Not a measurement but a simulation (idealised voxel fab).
The process module that follows is named voxel ribs on slabs.
The width of the displayed cross-section, cut, is 145 nm; its cells are square, with a size of 5 nm.
In what follows, cross-sections appear as grids of square cells, described through bands that run from the top down, where every band is one or more rows of cells.
Basically the band line says how high the top is and how high the bottom is, in nm, and then what's in it from left to right, every material with its width in nm. Empty space shows up as "blank", and if a single material carries "all across" it runs the full band edge to edge.
Height is counted from the level 0, under which the received wafer is composed throughout of one material. The lowest of the bands is not closed at the bottom but continues downward, in the notation "0 nm and below".
Width spec "30->40" -> top row of cells at first value, bottom row at second value, equal per-row change in between.
A step reported as "identical to before" is a step in which no cell of the cross-section changed.
Empty spaces without an open route to the top, at least 8 cells in extent, make up the entry "Sealed internal voids"; each is given as width x height at distance, where the distance is measured from the left edge, and all are in nm.
Post-settings text on a step line: simulator's own remark regarding the step.
overlay nm: where the mask lay relative to plan, measured to the right, on steps with a mask; negatives go left.

# Process steps - plan
1) RECEIVE, material Si
2) DIRECTIONAL_DEP, material SiO2, thk nm 25
3) DIRECTIONAL_DEP, material SiN, thk nm 15
4) PATTERN, tone cover, mask id RIB, material resist, width nm 25, thk nm 20, overlay nm 0
5) DIRECTIONAL_ETCH, etch materials SiN, depth nm 5
6) STRIP, etch materials resist
7) PATTERN, tone cover, mask id SLAB, material resist, width nm 85, thk nm 15, overlay nm 0
8) DIRECTIONAL_ETCH, etch materials SiN, depth nm 10
9) STRIP, etch materials resist
10) FILL_DEP, material SiO2, thk nm 15
11) CMP, height nm 50
12) DIRECTIONAL_DEP, material W, thk nm 10
13) PATTERN, tone cover, mask id HEATER, material resist, width nm 35, thk nm 20, overlay nm 0
14) DIRECTIONAL_ETCH, etch materials W, depth nm 10
15) STRIP, etch materials resist
16) CONFORMAL_DEP, material SiO2, thk nm 5

# Received-state cross-section, reflecting completion of step 1
0 nm and below | Si all across
Sealed internal voids: none

# Post-module cross-section of the first of two wafers (run per plan)
65 nm to 60 nm | 50 blank, 45 SiO2, 50 blank
60 nm to 55 nm | 50 blank, 5 SiO2, 35 W, 5 SiO2, 50 blank
55 nm to 50 nm | 55 SiO2, 35 W, 55 SiO2
50 nm to 40 nm | SiO2 all across
40 nm to 35 nm | 60 SiO2, 25 SiN, 60 SiO2
35 nm to 25 nm | 30 SiO2, 85 SiN, 30 SiO2
25 nm to 0 nm | SiO2 all across
0 nm and below | Si all across
Sealed internal voids: none

# Cross-section at end of module for the second wafer of two, which matched the first in starting point and plan and differed by one mistake in its processing
65 nm to 60 nm | SiO2 all across
60 nm to 50 nm | SiN all across
50 nm to 40 nm | SiO2 all across
40 nm to 35 nm | 60 SiO2, 25 SiN, 60 SiO2
35 nm to 25 nm | 30 SiO2, 85 SiN, 30 SiO2
25 nm to 0 nm | SiO2 all across
0 nm and below | Si all across
Sealed internal voids: none
The plan and the run diverged here: for step 12, the planned setting was not used; the step was instead run as DIRECTIONAL_DEP, material SiN, thk nm 10
At the finish, the second wafer shows more or fewer cells for some materials than the first does: SiN +58, SiO2 -4, W -14
